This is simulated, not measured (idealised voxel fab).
process module | voxel wiring stack
cross-section cut | 195 nm wide | cells 5 nm
A cross-section is a grid of square cells, given in bands from the top down. A band is one or more rows of cells.
Each band's line starts with the height of the band's top and of its bottom, in nm. Then come its materials from left to right, each with its width in nm. One material with "throughout" fills the band from edge to edge. "air" is empty space.
Height 0 is the level under which the wafer as received is all one material. The lowest band goes on downwards, as in "0 down".
A width such as "30 to 40" changes by the same amount from each row of cells to the next, from the band's top row to its bottom row.
"no change" after a step means that no cell of the cross-section changed.
closed voids: empty space of 8 cells or more with no open way to the top, each as width x height at its distance from the left edge, in nm
after a step's settings: what the simulator itself notes on the step
overlay nm, on a step with a mask: how far to the right of its planned place the mask lay; to the left if negative
plan
1 op RECEIVE | material Si
2 op CONFORMAL_DEP | material SiO2 | thk nm 15
3 op DIRECTIONAL_DEP | material TiN | thk nm 5
4 op DIRECTIONAL_DEP | material W | thk nm 20
5 op MASKED_ETCH | tone cover | mask id METAL_1 | width nm 25 | pitch nm 55 | etch materials W | depth nm 20 | overlay nm 0
6 op MASKED_ETCH | tone cover | mask id METAL_1 | width nm 25 | pitch nm 55 | etch materials TiN | depth nm 5 | overlay nm 0
7 op CONFORMAL_DEP | material SiN | thk nm 5
8 op FILL_DEP | material lowk | thk nm 5
9 op CMP | height nm 40
10 op CONFORMAL_DEP | material SiCN | thk nm 5
11 op DIRECTIONAL_DEP | material SiO2 | thk nm 15
12 op DIRECTIONAL_DEP | material aC | thk nm 10
13 op PATTERN | tone open | mask id PLUG_1 | material resist | width nm 15 | thk nm 25 | overlay nm 0
14 op DIRECTIONAL_ETCH | etch materials aC | depth nm 10
15 op STRIP | etch materials resist
16 op DIRECTIONAL_ETCH | etch materials SiO2 | depth nm 15
17 op DIRECTIONAL_ETCH | etch materials SiCN | depth nm 5
18 op STRIP | etch materials aC
19 op EPI | material Ru | thk nm 10
20 op EPI | material Ru | thk nm 10
21 op CONFORMAL_DEP | material SiN | thk nm 5
22 op DIRECTIONAL_DEP | material SiO2 | thk nm 25
23 op PATTERN | tone open | mask id METAL_2 | material resist | width nm 25 | pitch nm 55 | thk nm 15 | overlay nm 0
24 op DIRECTIONAL_ETCH | etch materials SiO2 | depth nm 25
25 op DIRECTIONAL_ETCH | etch materials SiN | depth nm 5
26 op STRIP | etch materials resist
27 op CONFORMAL_DEP | material TiN | thk nm 5
28 op FILL_DEP | material W | thk nm 10
29 op CMP | height nm 90
30 op CONFORMAL_DEP | material SiN | thk nm 5
first wafer, as planned
as received, after step 1
  0 down: Si throughout
  closed voids: none
after step 2
  15 to 0: SiO2 throughout
  below 0: unchanged
after step 3
  20 to 15: TiN throughout
  below 15: unchanged
after step 4
  40 to 20: W throughout
  below 20: unchanged
after step 5
  40 to 20: air 55 | W 25 | air 30 | W 25 | air 60
  below 20: unchanged
after step 6
  40 to 20: air 55 | W 25 | air 30 | W 25 | air 60
  20 to 15: air 55 | TiN 25 | air 30 | TiN 25 | air 60
  below 15: unchanged
after step 7
  45 to 40: air 50 | SiN 35 | air 20 | SiN 35 | air 55
  40 to 20: air 50 | SiN 5 | W 25 | SiN 5 | air 20 | SiN 5 | W 25 | SiN 5 | air 55
  20 to 15: SiN 55 | TiN 25 | SiN 30 | TiN 25 | SiN 60
  below 15: unchanged
after step 8
  50 to 45: lowk throughout
  45 to 40: lowk 50 | SiN 35 | lowk 20 | SiN 35 | lowk 55
  40 to 20: lowk 50 | SiN 5 | W 25 | SiN 5 | lowk 20 | SiN 5 | W 25 | SiN 5 | lowk 55
  below 20: unchanged
after step 9
  40 to 20: lowk 50 | SiN 5 | W 25 | SiN 5 | lowk 20 | SiN 5 | W 25 | SiN 5 | lowk 55
  below 20: unchanged
after step 10
  45 to 40: SiCN throughout
  below 40: unchanged
after step 11
  60 to 45: SiO2 throughout
  below 45: unchanged
after step 12
  70 to 60: aC throughout
  below 60: unchanged
after step 13
  95 to 70: resist 55 | air 15 | resist 125
  below 70: unchanged
after step 14
  85 to 70: resist 55 | air 15 | resist 125
  70 to 60: aC 55 | air 15 | aC 125
  below 60: unchanged
after step 15
  70 to 60: aC 55 | air 15 | aC 125
  below 60: unchanged
after step 16
  70 to 60: aC 55 | air 15 | aC 125
  60 to 45: SiO2 55 | air 15 | SiO2 125
  below 45: unchanged
after step 17
  70 to 60: aC 55 | air 15 | aC 125
  60 to 45: SiO2 55 | air 15 | SiO2 125
  45 to 40: SiCN 55 | air 15 | SiCN 125
  below 40: unchanged
after step 18
  60 to 45: SiO2 55 | air 15 | SiO2 125
  below 45: unchanged
after step 19
  60 to 50: SiO2 55 | air 15 | SiO2 125
  50 to 45: SiO2 55 | Ru 15 | SiO2 125
  45 to 40: SiCN 55 | Ru 15 | SiCN 125
  below 40: unchanged
after step 20
  60 to 45: SiO2 55 | Ru 15 | SiO2 125
  below 45: unchanged
after step 21
  65 to 60: SiN throughout
  below 60: unchanged
after step 22
  90 to 65: SiO2 throughout
  below 65: unchanged
after step 23
  105 to 90: resist 55 | air 25 | resist 30 | air 25 | resist 60
  below 90: unchanged
after step 24
  105 to 90: resist 55 | air 25 | resist 30 | air 25 | resist 60
  90 to 65: SiO2 55 | air 25 | SiO2 30 | air 25 | SiO2 60
  below 65: unchanged
after step 25
  105 to 90: resist 55 | air 25 | resist 30 | air 25 | resist 60
  90 to 65: SiO2 55 | air 25 | SiO2 30 | air 25 | SiO2 60
  65 to 60: SiN 55 | air 25 | SiN 30 | air 25 | SiN 60
  below 60: unchanged
after step 26
  90 to 65: SiO2 55 | air 25 | SiO2 30 | air 25 | SiO2 60
  below 65: unchanged
after step 27
  95 to 90: TiN 60 | air 15 | TiN 40 | air 15 | TiN 65
  90 to 65: SiO2 55 | TiN 5 | air 15 | TiN 5 | SiO2 30 | TiN 5 | air 15 | TiN 5 | SiO2 60
  65 to 60: SiN 55 | TiN 25 | SiN 30 | TiN 25 | SiN 60
  below 60: unchanged
after step 28
  105 to 95: W throughout
  95 to 90: TiN 60 | W 15 | TiN 40 | W 15 | TiN 65
  90 to 65: SiO2 55 | TiN 5 | W 15 | TiN 5 | SiO2 30 | TiN 5 | W 15 | TiN 5 | SiO2 60
  below 65: unchanged
after step 29
  90 to 65: SiO2 55 | TiN 5 | W 15 | TiN 5 | SiO2 30 | TiN 5 | W 15 | TiN 5 | SiO2 60
  below 65: unchanged
after step 30
  95 to 90: SiN throughout
  below 90: unchanged
second wafer: like start, like plan, one mistake. Through step 20 it matches the first wafer
when step 21 should have ended
  85 to 60: SiO2 throughout
  below 60: unchanged
when step 22 should have ended
  90 to 85: SiN throughout
  below 85: unchanged
when step 23 should have ended
  105 to 90: resist 55 | air 25 | resist 30 | air 25 | resist 60
  below 90: unchanged
when step 24 should have ended: no change
when step 25 should have ended
  105 to 90: resist 55 | air 25 | resist 30 | air 25 | resist 60
  90 to 85: SiN 55 | air 25 | SiN 30 | air 25 | SiN 60
  below 85: unchanged
when step 26 should have ended
  90 to 85: SiN 55 | air 25 | SiN 30 | air 25 | SiN 60
  below 85: unchanged
when step 27 should have ended
  95 to 90: TiN 60 | air 15 | TiN 40 | air 15 | TiN 65
  90 to 85: SiN 55 | TiN 25 | SiN 30 | TiN 25 | SiN 60
  below 85: unchanged
when step 28 should have ended
  105 to 95: W throughout
  95 to 90: TiN 60 | W 15 | TiN 40 | W 15 | TiN 65
  below 90: unchanged
when step 29 should have ended
  90 to 85: SiN 55 | TiN 25 | SiN 30 | TiN 25 | SiN 60
  below 85: unchanged
when step 30 should have ended
  95 to 90: SiN throughout
  below 90: unchanged
what went wrong: steps 21 and 22 were swapped
at the end the second wafer has, in cells: 50 more of SiO2 | 20 fewer of TiN | 30 fewer of W
